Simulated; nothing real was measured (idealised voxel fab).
This is a process module. Its name is voxel wiring stack.
Xsec cut, 270 nm wide, square cell size 5 nm.
Cross-section format: a grid of square cells, given as bands from top to bottom; each band is one or more rows of cells. Heads up on the band format: heights come first, top then bottom, in nm. After that it's the materials left to right, each with its width in nm. A single material flagged "full width" fills the whole band edge to edge, and "air" means there's empty space there. We count height from 0. Below that, the starting wafer is all one material. The lowest band never ends at the bottom but goes on down; see "0 -> down" for how that is written. A two-number width, for instance "30->40", indicates that the width is equal to the first number in the top row of the band and to the second number in the bottom row, and that it changes by a constant amount per row of cells. Basically "no change occurred" means that step didn't change any cell in the cross-section. In "Cavities, sealed" the enclosed voids are listed, meaning empty spaces of 8 cells or larger without any opening to the top. The form is width x height at distance, distance from the left edge, units nm. It should be noted that, on the line of a given step, the content following the step's settings is a remark produced by the simulator itself with respect to that step. overlay nm: how far to the right of its planned place the mask lay on this masked step (negative: to the left).

The process steps that were planned are listed below:
1,op RECEIVE | material Si
2,op CONFORMAL_DEP | material SiO2 | thk nm 15
3,op CONFORMAL_DEP | material SiCN | thk nm 5
4,op DIRECTIONAL_DEP | material SiO2 | thk nm 15
5,op PATTERN | tone open | mask id METAL_1 | material resist | width nm 20 | pitch nm 45 | thk nm 15 | overlay nm -15
6,op DIRECTIONAL_ETCH | etch materials SiO2 | depth nm 15
7,op DIRECTIONAL_ETCH | etch materials SiCN | depth nm 5
8,op STRIP | etch materials resist
9,op CONFORMAL_DEP | material TiN | thk nm 5
10,op FILL_DEP | material Cu | thk nm 10
11,op CMP | height nm 35
12,op CONFORMAL_DEP | material SiCN | thk nm 5
13,op DIRECTIONAL_DEP | material SiO2 | thk nm 35
14,op PATTERN | tone open | mask id METAL_2_HOLES | material resist | width nm 15 | pitch nm 90 | thk nm 15 | overlay nm 0
15,op DIRECTIONAL_ETCH | etch materials SiO2 | depth nm 35
16,op STRIP | etch materials resist
17,op PATTERN | tone open | mask id METAL_2 | material resist | width nm 20 | pitch nm 45 | thk nm 15 | overlay nm 0
18,op DIRECTIONAL_ETCH | etch materials SiO2 | depth nm 20
19,op DIRECTIONAL_ETCH | etch materials SiCN | depth nm 5
20,op STRIP | etch materials resist
21,op CONFORMAL_DEP | material TiN | thk nm 5
22,op FILL_DEP | material Cu | thk nm 5
23,op CMP | height nm 75
24,op CONFORMAL_DEP | material SiCN | thk nm 5
The overlay nm used in step 5 is not the same on every wafer, whereas the starting condition is; the value printed in the plan is the first wafer's.

The as-received cross-section of the first of several wafers corresponds to the state after step 1:
  0 -> down = Si full width
  Cavities, sealed: none

each wafer at the end: cells of each material gained (+) or lost (-) since it was received, then its closed voids:
overlay nm -15; +44 Cu; +144 SiCN; +600 SiO2; +76 TiN; Cavities, sealed: none
overlay nm -10; +44 Cu; +144 SiCN; +600 SiO2; +76 TiN; Cavities, sealed: none
overlay nm -5; +44 Cu; +144 SiCN; +600 SiO2; +76 TiN; Cavities, sealed: none
overlay nm 0; +44 Cu; +144 SiCN; +600 SiO2; +76 TiN; Cavities, sealed: none
overlay nm 5; +44 Cu; +144 SiCN; +600 SiO2; +76 TiN; Cavities, sealed: none
overlay nm 10; +44 Cu; +144 SiCN; +600 SiO2; +76 TiN; Cavities, sealed: none
overlay nm 15; +44 Cu; +144 SiCN; +600 SiO2; +76 TiN; Cavities, sealed: none
